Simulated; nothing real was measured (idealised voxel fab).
process module | voxel self aligned contacts
cross-section cut | 250 nm wide | cells 5 nm
A cross-section is a grid of square cells, given in bands from the top down. A band is one or more rows of cells.
Each band's line starts with the height of the band's top and of its bottom, in nm. Then come its materials from left to right, each with its width in nm. One material with "throughout" fills the band from edge to edge. "air" is empty space.
Height 0 is the level under which the wafer as received is all one material. The lowest band goes on downwards, as in "0 down".
A width such as "30 to 40" changes by the same amount from each row of cells to the next, from the band's top row to its bottom row.
"no change" after a step means that no cell of the cross-section changed.
closed voids: empty space of 8 cells or more with no open way to the top, each as width x height at its distance from the left edge, in nm
after a step's settings: what the simulator itself notes on the step
overlay nm, on a step with a mask: how far to the right of its planned place the mask lay; to the left if negative
plan
1 op RECEIVE | material Si
2 op CONFORMAL_DEP | material SiO2 | thk nm 5
3 op DIRECTIONAL_DEP | material polySi | thk nm 30
4 op DIRECTIONAL_DEP | material SiN | thk nm 20
5 op MASKED_ETCH | tone cover | mask id GATE | width nm 25 | pitch nm 65 | etch materials SiN | depth nm 20 | overlay nm 0
6 op MASKED_ETCH | tone cover | mask id GATE | width nm 25 | pitch nm 65 | etch materials polySi | depth nm 30 | overlay nm 0
7 op CONFORMAL_DEP | material SiN | thk nm 10
8 op DIRECTIONAL_ETCH | etch materials SiN | depth nm 10
9 op FILL_DEP | material SiO2 | thk nm 15
10 op CMP | height nm 60
11 op PATTERN | tone open | mask id CONTACT | material resist | width nm 50 | pitch nm 65 | thk nm 20 | overlay nm 0
12 op DIRECTIONAL_ETCH | etch materials SiO2 | depth nm 60
13 op STRIP | etch materials resist
14 op CONFORMAL_DEP | material TiN | thk nm 5
15 op FILL_DEP | material W | thk nm 5
16 op CMP | height nm 60
17 op CONFORMAL_DEP | material SiN | thk nm 5
as received, after step 1
  0 down: Si throughout
  closed voids: none
a wafer at the end: this start, this plan, one mistake
  65 to 60: SiN throughout
  60 to 55: SiO2 65 | TiN 20 | W 10 | TiN 20 | SiO2 15 | TiN 20 | W 10 | TiN 20 | SiO2 70
  55 to 35: SiO2 35 | SiN 45 | TiN 5 | W 10 | TiN 5 | SiN 45 | TiN 5 | W 10 | TiN 5 | SiN 45 | SiO2 40
  35 to 20: SiO2 35 | SiN 10 | polySi 25 | SiN 10 | TiN 5 | W 10 | TiN 5 | SiN 10 | polySi 25 | SiN 10 | TiN 5 | W 10 | TiN 5 | SiN 10 | polySi 25 | SiN 10 | SiO2 40
  20 to 15: SiO2 35 | SiN 10 | polySi 25 | SiN 10 | TiN 20 | SiN 10 | polySi 25 | SiN 10 | TiN 20 | SiN 10 | polySi 25 | SiN 10 | SiO2 40
  15 to 5: SiN 45 | polySi 25 | SiN 40 | polySi 25 | SiN 40 | polySi 25 | SiN 50
  5 to 0: SiO2 throughout
  0 down: Si throughout
  closed voids: none
what went wrong: steps 7 and 8 were swapped
